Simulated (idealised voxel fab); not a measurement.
Process module heading - voxel released beams
Each square cell in cross-section cut measures 5 nm, and the section as a whole is 160 nm wide.
Cross-section, as written here: a square-cell grid given band by band from the top down, where a band holds one or more rows of cells.
Top, bottom (nm), then materials left to right with widths (nm); lone material tagged "throughout" fills the whole band edge to edge; "blank" = empty space.
Basically, 0 is our baseline, since under it the wafer straight out of the box is all one material. The bottom band has no lower end and keeps on going down, so it looks like "0 down".
Per-row width for "30..40": begins at first number (top row of band), ends at second number (bottom row), increment between rows held constant.
Reading "nothing was modified" for a step: not a cell of the cross-section changed in it.
If an empty space has no open way to the top and is at least 8 cells in size, "Closed cavity list" lists it, written width x height at distance, where distance is measured from the left edge and every value is in nm.
Past the settings on a step's line: simulator remark, on that step.
overlay nm: for a step with a mask, the amount by which the mask lay right of where it was planned; a negative amount means left of it.
[The steps planned for the process are as follows]
| 1 | RECEIVE: material Si |
| 2 | CONFORMAL_DEP: material Al2O3, thk nm 5 |
| 3 | DIRECTIONAL_DEP: material SiO2, thk nm 10 |
| 4 | DIRECTIONAL_DEP: material aC, thk nm 15 |
| 5 | PATTERN: tone open, mask id ANCHOR, material resist, width nm 25, thk nm 30, overlay nm 0 |
| 6 | DIRECTIONAL_ETCH: etch materials aC, depth nm 15 |
| 7 | STRIP: etch materials resist |
| 8 | DIRECTIONAL_ETCH: etch materials SiO2, depth nm 10 |
| 9 | STRIP: etch materials aC |
| 10 | CONFORMAL_DEP: material polySi, thk nm 10 |
| 11 | DIRECTIONAL_DEP: material aC, thk nm 10 |
| 12 | PATTERN: tone cover, mask id BEAM, material resist, width nm 85, thk nm 25, overlay nm 0 |
| 13 | DIRECTIONAL_ETCH: etch materials aC, depth nm 10 |
| 14 | STRIP: etch materials resist |
| 15 | DIRECTIONAL_ETCH: etch materials polySi, depth nm 10 |
| 16 | STRIP: etch materials aC |
| 17 | STRIP: etch materials SiO2 |
[Concerning the first of two wafers, which was run in accordance with the plan]
[So this is the incoming wafer in cross-section - it's already been through step 1]
- 0 down = Si throughout
- Closed cavity list: none
[after step 2]
- 5 to 0 = Al2O3 throughout
- Below 0, no change.
[after step 3]
- 15 to 5 = SiO2 throughout
- Below 5, no change.
[after step 4]
- 30 to 15 = aC throughout
- Below 15, no change.
[after step 5]
- 60 to 30 = 40 resist  25 blank  95 resist
- Below 30, no change.
[after step 6]
- 45 to 30 = 40 resist  25 blank  95 resist
- 30 to 15 = 40 aC  25 blank  95 aC
- Below 15, no change.
[after step 7]
- 30 to 15 = 40 aC  25 blank  95 aC
- Below 15, no change.
[after step 8]
- 30 to 15 = 40 aC  25 blank  95 aC
- 15 to 5 = 40 SiO2  25 blank  95 SiO2
- Below 5, no change.
[after step 9]
- 15 to 5 = 40 SiO2  25 blank  95 SiO2
- Below 5, no change.
[after step 10]
- 25 to 15 = 50 polySi  5 blank  105 polySi
- 15 to 5 = 40 SiO2  25 polySi  95 SiO2
- Below 5, no change.
[after step 11]
- 35 to 25 = 50 aC  5 blank  105 aC
- 25 to 15 = 50 polySi  5 aC  105 polySi
- Below 15, no change.
[after step 12]
- 60 to 35 = 35 blank  85 resist  40 blank
- 35 to 25 = 50 aC  5 resist  105 aC
- Below 25, no change.
[after step 13]
- 50 to 35 = 35 blank  85 resist  40 blank
- 35 to 25 = 35 blank  15 aC  5 resist  65 aC  40 blank
- Below 25, no change.
[after step 14]
- 35 to 25 = 35 blank  15 aC  5 blank  65 aC  40 blank
- Below 25, no change.
[after step 15]
- 35 to 25 = 35 blank  15 aC  5 blank  65 aC  40 blank
- 25 to 15 = 35 blank  15 polySi  5 aC  65 polySi  40 blank
- Below 15, no change.
[after step 16]
- 25 to 15 = 35 blank  15 polySi  5 blank  65 polySi  40 blank
- Below 15, no change.
[after step 17]
- 25 to 15 = 35 blank  15 polySi  5 blank  65 polySi  40 blank
- 15 to 5 = 40 blank  25 polySi  95 blank
- Below 5, no change.
[Second of two: same start, same plan, one run error; steps up to and including 1 match the first]
[Second wafer profile in section, at the moment step 2 of the plan was meant to be complete]
- 15 to 0 = Al2O3 throughout
- Below 0, no change.
[Second wafer profile in section, at the moment step 3 of the plan was meant to be complete]
- 25 to 15 = SiO2 throughout
- Below 15, no change.
[Second wafer profile in section, at the moment step 4 of the plan was meant to be complete]
- 40 to 25 = aC throughout
- Below 25, no change.
[Second wafer profile in section, at the moment step 5 of the plan was meant to be complete]
- 70 to 40 = 40 resist  25 blank  95 resist
- Below 40, no change.
[Second wafer profile in section, at the moment step 6 of the plan was meant to be complete]
- 55 to 40 = 40 resist  25 blank  95 resist
- 40 to 25 = 40 aC  25 blank  95 aC
- Below 25, no change.
[Second wafer profile in section, at the moment step 7 of the plan was meant to be complete]
- 40 to 25 = 40 aC  25 blank  95 aC
- Below 25, no change.
[Second wafer profile in section, at the moment step 8 of the plan was meant to be complete]
- 40 to 25 = 40 aC  25 blank  95 aC
- 25 to 15 = 40 SiO2  25 blank  95 SiO2
- Below 15, no change.
[Second wafer profile in section, at the moment step 9 of the plan was meant to be complete]
- 25 to 15 = 40 SiO2  25 blank  95 SiO2
- Below 15, no change.
[Second wafer profile in section, at the moment step 10 of the plan was meant to be complete]
- 35 to 25 = 50 polySi  5 blank  105 polySi
- 25 to 15 = 40 SiO2  25 polySi  95 SiO2
- Below 15, no change.
[Second wafer profile in section, at the moment step 11 of the plan was meant to be complete]
- 45 to 35 = 50 aC  5 blank  105 aC
- 35 to 25 = 50 polySi  5 aC  105 polySi
- Below 25, no change.
[Second wafer profile in section, at the moment step 12 of the plan was meant to be complete]
- 70 to 45 = 35 blank  85 resist  40 blank
- 45 to 35 = 50 aC  5 resist  105 aC
- Below 35, no change.
[Second wafer profile in section, at the moment step 13 of the plan was meant to be complete]
- 60 to 45 = 35 blank  85 resist  40 blank
- 45 to 35 = 35 blank  15 aC  5 resist  65 aC  40 blank
- Below 35, no change.
[Second wafer profile in section, at the moment step 14 of the plan was meant to be complete]
- 45 to 35 = 35 blank  15 aC  5 blank  65 aC  40 blank
- Below 35, no change.
[Second wafer profile in section, at the moment step 15 of the plan was meant to be complete]
- 45 to 35 = 35 blank  15 aC  5 blank  65 aC  40 blank
- 35 to 25 = 35 blank  15 polySi  5 aC  65 polySi  40 blank
- Below 25, no change.
[Second wafer profile in section, at the moment step 16 of the plan was meant to be complete]
- 35 to 25 = 35 blank  15 polySi  5 blank  65 polySi  40 blank
- Below 25, no change.
[Second wafer profile in section, at the moment step 17 of the plan was meant to be complete]
- 35 to 25 = 35 blank  15 polySi  5 blank  65 polySi  40 blank
- 25 to 15 = 40 blank  25 polySi  95 blank
- Below 15, no change.
Nonconformance to the process plan: step 2 ran differently from the plan; actual operation with settings: CONFORMAL_DEP: material Al2O3, thk nm 15
Final difference in cells, second wafer against first, listed per material as more or fewer: Al2O3: 64 more
